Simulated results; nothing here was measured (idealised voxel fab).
The following process module bears the name voxel self aligned vias.
Each square cell in cross-section cut measures 5 nm, and the section as a whole is 255 nm wide.
A cross-section is written here as square cells arranged in a grid, and it is given in bands from the top down, each band taking up one or more rows of cells. Heights first: top, then bottom, in nm. Then materials, left to right, each with a width in nm. "all across" on a single material: fills the band edge to edge. "blank": empty space. Ref level 0: as-received wafer is one material below here. Bottom band extends down with no lower bound ("0..down"). Width spec "30..40" -> top row of cells at first value, bottom row at second value, equal per-row change in between. You'll sometimes find "remained the same" written for a step, and that's the way of saying that nowhere in the cross-section did a cell change during that step. The entry titled "Enclosed cavities" provides the empty spaces that have no open way to the top, restricted to those of 8 cells or more. Each is presented as width x height at distance, the distance being measured from the left edge, with all three in nm. On each step's line, the part that comes after the settings is the simulator's own comment on the step. The "overlay nm" setting may appear on a step's line; for a step that uses a mask, it gives how far to the right of its planned position the mask lay, and a negative value indicates the left.
## Process steps (planned)
1) RECEIVE: material Si
2) CONFORMAL_DEP: material SiO2, thk nm 15
3) CONFORMAL_DEP: material SiCN, thk nm 5
4) DIRECTIONAL_DEP: material SiO2, thk nm 25
5) PATTERN: tone open, mask id LINES, material resist, width nm 30, pitch nm 70, thk nm 20, overlay nm 0
6) DIRECTIONAL_ETCH: etch materials SiO2, depth nm 25
7) STRIP: etch materials resist
8) CONFORMAL_DEP: material TiN, thk nm 5
9) FILL_DEP: material W, thk nm 5
10) CMP: height nm 45
11) SELECTIVE_ETCH: etch materials W Ru TiN, depth nm 5
12) FILL_DEP: material SiN, thk nm 5
13) CMP: height nm 45
14) DIRECTIONAL_DEP: material SiO2, thk nm 20
15) PATTERN: tone open, mask id VIAS, material resist, width nm 40, pitch nm 70, thk nm 20, overlay nm 0
16) DIRECTIONAL_ETCH: etch materials SiO2, depth nm 20
17) DIRECTIONAL_ETCH: etch materials SiN, depth nm 5
18) STRIP: etch materials resist
19) CONFORMAL_DEP: material TiN, thk nm 5
20) FILL_DEP: material W, thk nm 5
21) CMP: height nm 65
22) CONFORMAL_DEP: material SiN, thk nm 5
## Delivered wafer in cross-section: state after step 1
* 0..down: Si all across
* Enclosed cavities: none
## The plan above was carried out on the starting structure above with one mistake, and this cross-section shows the wafer at the end of the module
* 70..65: SiN all across
* 65..50: SiO2=70 / TiN=5 / W=30 / TiN=5 / SiO2=30 / TiN=5 / W=30 / TiN=5 / SiO2=75
* 50..45: SiO2=70 / TiN=15 / W=10 / TiN=15 / SiO2=30 / TiN=15 / W=10 / TiN=15 / SiO2=75
* 45..40: SiO2=75 / TiN=30 / SiO2=40 / TiN=30 / SiO2=80
* 40..25: SiO2=75 / TiN=5 / W=20 / TiN=5 / SiO2=40 / TiN=5 / W=20 / TiN=5 / SiO2=80
* 25..20: SiO2=75 / TiN=30 / SiO2=40 / TiN=30 / SiO2=80
* 20..15: SiCN all across
* 15..0: SiO2 all across
* 0..down: Si all across
* Enclosed cavities: none
Short version of what went wrong: so step 11 ended up running with a different setting than we planned, it ran as SELECTIVE_ETCH: etch materials W, depth nm 5
